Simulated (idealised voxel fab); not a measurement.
process module | voxel trench capacitor
cross-section cut | 205 nm wide | cells 5 nm
A cross-section is a grid of square cells, given in bands from the top down. A band is one or more rows of cells.
Each band's line starts with the height of the band's top and of its bottom, in nm. Then come its materials from left to right, each with its width in nm. One material with "throughout" fills the band from edge to edge. "air" is empty space.
Height 0 is the level under which the wafer as received is all one material. The lowest band goes on downwards, as in "0 down".
A width such as "30 to 40" changes by the same amount from each row of cells to the next, from the band's top row to its bottom row.
"no change" after a step means that no cell of the cross-section changed.
closed voids: empty space of 8 cells or more with no open way to the top, each as width x height at its distance from the left edge, in nm
after a step's settings: what the simulator itself notes on the step
overlay nm, on a step with a mask: how far to the right of its planned place the mask lay; to the left if negative
plan
1 op RECEIVE | material Si
2 op CONFORMAL_DEP | material SiN | thk nm 10
3 op MASKED_ETCH | tone open | mask id TRENCH | width nm 25 | pitch nm 45 | etch materials SiN | depth nm 10 | overlay nm 0
4 op MASKED_ETCH | tone open | mask id TRENCH | width nm 25 | pitch nm 45 | etch materials Si | depth nm 25 | overlay nm 0
5 op CONFORMAL_DEP | material Al2O3 | thk nm 5
6 op FILL_DEP | material polySi | thk nm 5
7 op CMP | height nm 10
as received, after step 1
  0 down: Si throughout
  closed voids: none
first wafer at the end, as planned
  10 to 0: SiN 65 | Al2O3 5 | polySi 15 | Al2O3 5 | SiN 20 | Al2O3 5 | polySi 15 | Al2O3 5 | SiN 70
  0 to -20: Si 65 | Al2O3 5 | polySi 15 | Al2O3 5 | Si 20 | Al2O3 5 | polySi 15 | Al2O3 5 | Si 70
  -20 to -25: Si 65 | Al2O3 25 | Si 20 | Al2O3 25 | Si 70
  -25 down: Si throughout
  closed voids: none
second wafer at the end: like start, like plan, one mistake
  10 to 0: SiN 65 | Al2O3 5 | polySi 15 | Al2O3 5 | SiN 20 | Al2O3 5 | polySi 15 | Al2O3 5 | SiN 70
  0 to -45: Si 65 | Al2O3 5 | polySi 15 | Al2O3 5 | Si 20 | Al2O3 5 | polySi 15 | Al2O3 5 | Si 70
  -45 to -50: Si 65 | Al2O3 25 | Si 20 | Al2O3 25 | Si 70
  -50 down: Si throughout
  closed voids: none
what went wrong: step 4 was run twice
at the end the second wafer has, in cells: 20 more of Al2O3 | 50 fewer of Si | 30 more of polySi
